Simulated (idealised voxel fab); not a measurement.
voxel spacer lines: a process module
Cross-section cut: width 185 nm, square cells of 5 nm.
Cross-section, as written here: a square-cell grid given band by band from the top down, where a band holds one or more rows of cells.
The band entry comprises the height of the band's top followed by the height of its bottom, expressed in nm, and subsequently the band's materials from left to right, each stated together with its width in nm. Where a single material is marked with the word "everywhere", that material fills the band from edge to edge. The word "blank" represents empty space.
Height is counted from the level 0, under which the received wafer is composed throughout of one material. The lowest of the bands is not closed at the bottom but continues downward, in the notation "z 0 and below".
The two numbers in a width such as "30->40" mark its ends across the band: the first belongs to the top row of cells, the second to the bottom row, and from each row to the next the width moves by the same amount.
"nothing altered" (step): cross-section cells unchanged, all of them.
Heads up: "Closed void table" only lists the empty pockets with no open path to the top that are 8 cells or more, and it writes them as width x height at distance, distance from the left edge, in nm.
Where a step's line continues beyond its settings, the continuation is a remark by the simulator itself on that step.
overlay nm: on a step with a mask, how far right of its planned place the mask lay; negative means left.
Pairs ahead. Before: cross-section ahead of one process step. After: cross-section once the step is done, shown to the lowest changed band only. Under each pair: that step, with settings. Caution: pairs may come from different runs of this module on the same starting wafer; a pair follows the pair above only where its "Prior to step" entry says so.
Prior to step
* z 75 to 45 | 35 blank, 15 resist, 35 blank, 15 resist, 35 blank, 15 resist, 35 blank
* z 45 to 25 | aC everywhere
* z 25 to 0 | W everywhere
* z 0 and below | Si everywhere
* Closed void table: none
Resultant Cross-Section
* z 55 to 45 | 35 blank, 15 resist, 35 blank, 15 resist, 35 blank, 15 resist, 35 blank
* z 45 to 25 | 35 blank, 15 aC, 35 blank, 15 aC, 35 blank, 15 aC, 35 blank
* Beneath the level 25, the cross-section is identical to its previous state.
* Closed void table: none
Between the cross-sections above, the step performed was op DIRECTIONAL_ETCH | etch materials aC | depth nm 20
Prior to step: The pre-step condition corresponds to the post-step cross-section depicted in the pair directly above.
Resultant Cross-Section
* z 45 to 25 | 35 blank, 15 aC, 35 blank, 15 aC, 35 blank, 15 aC, 35 blank
* Beneath the level 25, the cross-section is identical to its previous state.
* Closed void table: none
Between the cross-sections above, the step performed was op STRIP | etch materials resist
Prior to step: The pre-step condition corresponds to the post-step cross-section depicted in the pair directly above.
Resultant Cross-Section
* z 55 to 45 | 25 blank, 35 SiN, 15 blank, 35 SiN, 15 blank, 35 SiN, 25 blank
* z 45 to 35 | 25 blank, 10 SiN, 15 aC, 10 SiN, 15 blank, 10 SiN, 15 aC, 10 SiN, 15 blank, 10 SiN, 15 aC, 10 SiN, 25 blank
* z 35 to 25 | 35 SiN, 15 aC, 35 SiN, 15 aC, 35 SiN, 15 aC, 35 SiN
* Beneath the level 25, the cross-section is identical to its previous state.
* Closed void table: none
Between the cross-sections above, the step performed was op CONFORMAL_DEP | material SiN | thk nm 10
Prior to step: The pre-step condition corresponds to the post-step cross-section depicted in the pair directly above.
Resultant Cross-Section
* z 45 to 25 | 25 blank, 10 SiN, 15 aC, 10 SiN, 15 blank, 10 SiN, 15 aC, 10 SiN, 15 blank, 10 SiN, 15 aC, 10 SiN, 25 blank
* Beneath the level 25, the cross-section is identical to its previous state.
* Closed void table: none
Between the cross-sections above, the step performed was op DIRECTIONAL_ETCH | etch materials SiN | depth nm 10
Prior to step: The pre-step condition corresponds to the post-step cross-section depicted in the pair directly above.
Resultant Cross-Section
* z 45 to 25 | 25 blank, 10 SiN, 15 blank, 10 SiN, 15 blank, 10 SiN, 15 blank, 10 SiN, 15 blank, 10 SiN, 15 blank, 10 SiN, 25 blank
* Beneath the level 25, the cross-section is identical to its previous state.
* Closed void table: none
Between the cross-sections above, the step performed was op STRIP | etch materials aC
Prior to step: The pre-step condition corresponds to the post-step cross-section depicted in the pair directly above.
Resultant Cross-Section
* z 45 to 25 | 25 blank, 10 SiN, 15 blank, 10 SiN, 15 blank, 10 SiN, 15 blank, 10 SiN, 15 blank, 10 SiN, 15 blank, 10 SiN, 25 blank
* z 25 to 10 | 25 blank, 10 W, 15 blank, 10 W, 15 blank, 10 W, 15 blank, 10 W, 15 blank, 10 W, 15 blank, 10 W, 25 blank
* Beneath the level 10, the cross-section is identical to its previous state.
* Closed void table: none
Between the cross-sections above, the step performed was op DIRECTIONAL_ETCH | etch materials W | depth nm 15
Prior to step: The pre-step condition corresponds to the post-step cross-section depicted in the pair directly above.
Resultant Cross-Section
* z 25 to 10 | 25 blank, 10 W, 15 blank, 10 W, 15 blank, 10 W, 15 blank, 10 W, 15 blank, 10 W, 15 blank, 10 W, 25 blank
* Beneath the level 10, the cross-section is identical to its previous state.
* Closed void table: none
Between the cross-sections above, the step performed was op STRIP | etch materials SiN
Prior to step: The pre-step condition corresponds to the post-step cross-section depicted in the pair directly above.
Resultant Cross-Section
* z 35 to 25 | SiO2 everywhere
* z 25 to 10 | 25 SiO2, 10 W, 15 SiO2, 10 W, 15 SiO2, 10 W, 15 SiO2, 10 W, 15 SiO2, 10 W, 15 SiO2, 10 W, 25 SiO2
* Beneath the level 10, the cross-section is identical to its previous state.
* Closed void table: none
Between the cross-sections above, the step performed was op FILL_DEP | material SiO2 | thk nm 10
Prior to step: The pre-step condition corresponds to the post-step cross-section depicted in the pair directly above.
Resultant Cross-Section
* z 25 to 10 | 25 SiO2, 10 W, 15 SiO2, 10 W, 15 SiO2, 10 W, 15 SiO2, 10 W, 15 SiO2, 10 W, 15 SiO2, 10 W, 25 SiO2
* Beneath the level 10, the cross-section is identical to its previous state.
* Closed void table: none
Between the cross-sections above, the step performed was op CMP | height nm 25
